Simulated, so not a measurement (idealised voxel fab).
Documented hereafter: the process module known as voxel gate over fins.
The cross-section shown here is cut; it is 275 nm wide and divided into square cells measuring 5 nm on a side.
Cross-sections here: square-cell grids, written as top-down lists of bands, a band being one or more rows of cells. Band entry format. Leading values: height of top, height of bottom, nm. Remainder: materials in left-to-right order, each with its width in nm. Special words: "full width" on a single material, which then fills the band edge to edge; "blank", empty space. The reference from which all heights are counted is 0, the level beneath which the as-received wafer is entirely one material; the lowest band, having no lower bound, proceeds downward and is written after the example "top 0, no bottom". The notation "30 to 40" denotes a width that varies across the rows of cells in the band, beginning at the first number in the top row, finishing at the second number in the bottom row, and changing by an identical amount from each row to the next. Reading "remained unchanged" for a step: not a cell of the cross-section changed in it. Empty spaces counting at least 8 cells and having no open way to the top are listed in "Sealed-off cavities". The notation width x height at distance is used for each, the distance being from the left edge and all three values in nm. Past the settings on a step's line: simulator remark, on that step. overlay nm, on a step with a mask: how far to the right of its planned place the mask lay; to the left if negative.
[Planned step list for the process]
step 1: op RECEIVE | material Si
step 2: op CONFORMAL_DEP | material SiN | thk nm 10
step 3: op MASKED_ETCH | tone cover | mask id FINS | width nm 15 | pitch nm 35 | etch materials SiN | depth nm 10 | overlay nm 0
step 4: op MASKED_ETCH | tone cover | mask id FINS | width nm 15 | pitch nm 35 | etch materials Si | depth nm 40 | overlay nm 0
step 5: op FILL_DEP | material SiO2 | thk nm 5
step 6: op CMP | height nm 10
step 7: op SELECTIVE_ETCH | etch materials SiO2 | depth nm 20
step 8: op STRIP | etch materials SiN
step 9: op CONFORMAL_DEP | material HfO2 | thk nm 5
step 10: op CONFORMAL_DEP | material TiN | thk nm 5
step 11: op FILL_DEP | material W | thk nm 10
step 12: op CMP | height nm 15
step 13: op CONFORMAL_DEP | material SiCN | thk nm 10
[Cross-section, incoming material, after step 1]
    top 0, no bottom: Si full width
    Sealed-off cavities: none
[first wafer at the end, as planned]
    top 25, bottom 15: SiCN full width
    top 15, bottom 10: W full width
    top 10, bottom 5: 85 nm W | 105 nm TiN | 85 nm W
    top 5, bottom 0: 85 nm W | 5 nm TiN | 25 nm HfO2 | 10 nm TiN | 25 nm HfO2 | 10 nm TiN | 25 nm HfO2 | 5 nm TiN | 85 nm W
    top 0, bottom -5: 90 nm TiN | 5 nm HfO2 | 15 nm Si | 5 nm HfO2 | 10 nm TiN | 5 nm HfO2 | 15 nm Si | 5 nm HfO2 | 10 nm TiN | 5 nm HfO2 | 15 nm Si | 5 nm HfO2 | 90 nm TiN
    top -5, bottom -10: 95 nm HfO2 | 15 nm Si | 20 nm HfO2 | 15 nm Si | 20 nm HfO2 | 15 nm Si | 95 nm HfO2
    top -10, bottom -40: 95 nm SiO2 | 15 nm Si | 20 nm SiO2 | 15 nm Si | 20 nm SiO2 | 15 nm Si | 95 nm SiO2
    top -40, no bottom: Si full width
    Sealed-off cavities: none
[What the second wafer looks like in cross-section once the module is done. Its start and its plan matched the first wafer's exactly; what differed was one mistake in how it was run]
    top 25, bottom 15: SiCN full width
    top 15, bottom 10: W full width
    top 10, bottom 5: 85 nm W | 105 nm SiO2 | 85 nm W
    top 5, bottom 0: 85 nm W | 5 nm SiO2 | 25 nm HfO2 | 10 nm SiO2 | 25 nm HfO2 | 10 nm SiO2 | 25 nm HfO2 | 5 nm SiO2 | 85 nm W
    top 0, bottom -5: 90 nm SiO2 | 5 nm HfO2 | 15 nm Si | 5 nm HfO2 | 10 nm SiO2 | 5 nm HfO2 | 15 nm Si | 5 nm HfO2 | 10 nm SiO2 | 5 nm HfO2 | 15 nm Si | 5 nm HfO2 | 90 nm SiO2
    top -5, bottom -10: 95 nm HfO2 | 15 nm Si | 20 nm HfO2 | 15 nm Si | 20 nm HfO2 | 15 nm Si | 95 nm HfO2
    top -10, bottom -40: 95 nm SiO2 | 15 nm Si | 20 nm SiO2 | 15 nm Si | 20 nm SiO2 | 15 nm Si | 95 nm SiO2
    top -40, no bottom: Si full width
    Sealed-off cavities: none
Against the plan, the run slipped here: note that step 10 departed from the planned setting and was carried out as op CONFORMAL_DEP | material SiO2 | thk nm 5
Looking at both finished wafers in cells, the second ends up ahead of or behind the first on some materials: SiO2 +67 | TiN -67
